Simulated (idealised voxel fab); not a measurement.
The name of this process module is voxel wiring stack.
Cross-section cut: width 210 nm, square cells of 5 nm.
If you're reading a cross-section in this doc, picture square cells in a grid; it comes to you as bands, top ones listed first down to the bottom, and a band can be one or more rows of cells. Top height, bottom height, nm. Materials left to right, width each, nm. Single material + "edge to edge" = fills band edge to edge. "blank" = empty. The level at which height equals 0 is the one under which the wafer, as it arrives, is entirely one material. No lower edge exists for the bottom band, which continues downward and is notated as in "0 down". Think of "30 to 40" as a width that walks from the first number to the second as you go down the band, top row to bottom row, taking equal-sized steps from row to row. "nothing altered" for a step: no cell of the cross-section changed in that step. This entry, "Entrapped void list", enumerates those empty regions of no fewer than 8 cells that possess no open connection to the top. Each region is reported in the form width x height at distance, the distance being taken from the left edge, with all three quantities expressed in nm. Step line, after settings: the simulator's comment on this step. "overlay nm" answers the question of how far to the right of plan the mask lay on a step that has a mask, and when it is negative the answer is to the left.

Listed below are the process steps as planned
1. op RECEIVE | material Si
2. op CONFORMAL_DEP | material SiO2 | thk nm 15
3. op DIRECTIONAL_DEP | material TiN | thk nm 5
4. op DIRECTIONAL_DEP | material W | thk nm 25
5. op DIRECTIONAL_DEP | material aC | thk nm 10
6. op PATTERN | tone cover | mask id METAL_1 | material resist | width nm 30 | pitch nm 50 | thk nm 30 | overlay nm 0
7. op DIRECTIONAL_ETCH | etch materials aC | depth nm 10
8. op STRIP | etch materials resist
9. op DIRECTIONAL_ETCH | etch materials W | depth nm 25
10. op DIRECTIONAL_ETCH | etch materials TiN | depth nm 5
11. op STRIP | etch materials aC
12. op CONFORMAL_DEP | material SiCN | thk nm 5
13. op FILL_DEP | material lowk | thk nm 10
14. op CMP | height nm 45
15. op CONFORMAL_DEP | material SiCN | thk nm 5
16. op DIRECTIONAL_DEP | material lowk | thk nm 20
17. op DIRECTIONAL_DEP | material aC | thk nm 10
18. op PATTERN | tone open | mask id PLUG_1 | material resist | width nm 15 | pitch nm 100 | thk nm 25 | overlay nm 0
19. op DIRECTIONAL_ETCH | etch materials aC | depth nm 10
20. op STRIP | etch materials resist
21. op DIRECTIONAL_ETCH | etch materials lowk | depth nm 20
22. op DIRECTIONAL_ETCH | etch materials SiCN | depth nm 5
23. op STRIP | etch materials aC
24. op EPI | material Ru | thk nm 10
25. op EPI | material Ru | thk nm 10
26. op EPI | material Ru | thk nm 5
27. op CONFORMAL_DEP | material SiCN | thk nm 5
28. op DIRECTIONAL_DEP | material SiO2 | thk nm 25
29. op PATTERN | tone open | mask id METAL_2 | material resist | width nm 30 | pitch nm 50 | thk nm 20 | overlay nm 0
30. op DIRECTIONAL_ETCH | etch materials SiO2 | depth nm 25
31. op DIRECTIONAL_ETCH | etch materials SiCN | depth nm 5
32. op STRIP | etch materials resist
33. op CONFORMAL_DEP | material TiN | thk nm 5
34. op FILL_DEP | material Ru | thk nm 10
35. op CMP | height nm 100
36. op CONFORMAL_DEP | material SiCN | thk nm 5
37. op DIRECTIONAL_DEP | material SiO2 | thk nm 30
38. op PATTERN | tone open | mask id METAL_3 | material resist | width nm 30 | pitch nm 50 | thk nm 20 | overlay nm 0
39. op DIRECTIONAL_ETCH | etch materials SiO2 | depth nm 20
40. op STRIP | etch materials resist
41. op MASKED_ETCH | tone open | mask id METAL_3_HOLES | width nm 15 | pitch nm 50 | etch materials SiO2 | depth nm 10 | overlay nm 0
42. op MASKED_ETCH | tone open | mask id METAL_3_HOLES | width nm 15 | pitch nm 50 | etch materials SiCN | depth nm 5 | overlay nm 0
43. op CONFORMAL_DEP | material TiN | thk nm 5
44. op FILL_DEP | material Cu | thk nm 5
45. op CMP | height nm 135
46. op CONFORMAL_DEP | material SiCN | thk nm 5

Cross-section of the wafer upon arrival, representing the state reached after step 1
  0 down  Si edge to edge
  Entrapped void list: none

Looking at the first of two wafers in cross-section at end of module - ran to plan
  140 to 135  SiCN edge to edge
  135 to 120  SiO2 40  TiN 5  Cu 20  TiN 5  SiO2 20  TiN 5  Cu 20  TiN 5  SiO2 20  TiN 5  Cu 20  TiN 5  SiO2 40
  120 to 115  SiO2 40  TiN 5  Cu 5  TiN 20  SiO2 20  TiN 5  Cu 5  TiN 20  SiO2 20  TiN 5  Cu 5  TiN 20  SiO2 40
  115 to 105  SiO2 40  TiN 5  Cu 5  TiN 5  SiO2 35  TiN 5  Cu 5  TiN 5  SiO2 35  TiN 5  Cu 5  TiN 5  SiO2 55
  105 to 100  SiCN 40  TiN 15  SiCN 35  TiN 15  SiCN 35  TiN 15  SiCN 55
  100 to 75  SiO2 40  TiN 5  Ru 20  TiN 5  SiO2 20  TiN 5  Ru 20  TiN 5  SiO2 20  TiN 5  Ru 20  TiN 5  SiO2 40
  75 to 70  SiCN 40  TiN 30  SiCN 20  TiN 30  SiCN 20  TiN 30  SiCN 40
  70 to 50  lowk 40  Ru 15  lowk 85  Ru 15  lowk 55
  50 to 45  SiCN 40  Ru 15  SiCN 85  Ru 15  SiCN 55
  45 to 20  lowk 35  SiCN 5  W 30  SiCN 5  lowk 10  SiCN 5  W 30  SiCN 5  lowk 10  SiCN 5  W 30  SiCN 5  lowk 35
  20 to 15  SiCN 40  TiN 30  SiCN 20  TiN 30  SiCN 20  TiN 30  SiCN 40
  15 to 0  SiO2 edge to edge
  0 down  Si edge to edge
  Entrapped void list: none

Second wafer cross-section at end of module - shared start and plan with the first, one mistake in the run
  140 to 135  SiCN edge to edge
  135 to 120  SiO2 40  TiN 5  Cu 20  TiN 5  SiO2 20  TiN 5  Cu 20  TiN 5  SiO2 20  TiN 5  Cu 20  TiN 5  SiO2 40
  120 to 115  SiO2 40  TiN 5  Cu 5  TiN 20  SiO2 20  TiN 5  Cu 5  TiN 20  SiO2 20  TiN 5  Cu 5  TiN 20  SiO2 40
  115 to 105  SiO2 40  TiN 5  Cu 5  TiN 5  SiO2 35  TiN 5  Cu 5  TiN 5  SiO2 35  TiN 5  Cu 5  TiN 5  SiO2 55
  105 to 100  SiCN 40  TiN 15  SiCN 35  TiN 15  SiCN 35  TiN 15  SiCN 55
  100 to 80  SiO2 40  TiN 5  Ru 20  TiN 5  SiO2 20  TiN 5  Ru 20  TiN 5  SiO2 20  TiN 5  Ru 20  TiN 5  SiO2 40
  80 to 75  SiO2 30  SiCN 10  TiN 30  SiO2 20  TiN 5  Ru 20  TiN 5  SiO2 10  SiCN 10  TiN 30  SiO2 40
  75 to 70  SiCN 35  Ru 25  SiCN 5  TiN 5  SiCN 20  TiN 30  SiCN 15  Ru 25  SiCN 5  TiN 5  SiCN 40
  70 to 50  lowk 40  Ru 15  lowk 85  Ru 15  lowk 55
  50 to 45  Cu edge to edge
  45 to 20  lowk 35  SiCN 5  W 30  SiCN 5  lowk 10  SiCN 5  W 30  SiCN 5  lowk 10  SiCN 5  W 30  SiCN 5  lowk 35
  20 to 15  SiCN 40  TiN 30  SiCN 20  TiN 30  SiCN 20  TiN 30  SiCN 40
  15 to 0  SiO2 edge to edge
  0 down  Si edge to edge
  Entrapped void list: none
Which mistake was made when the wafer was run? step 15 went in with a setting other than planned; the actual run was op CONFORMAL_DEP | material Cu | thk nm 5
Wafer comparison, final, in cells, second relative to first, materials more or fewer: Cu +42; Ru -4; SiCN -32; SiO2 -4; TiN -2
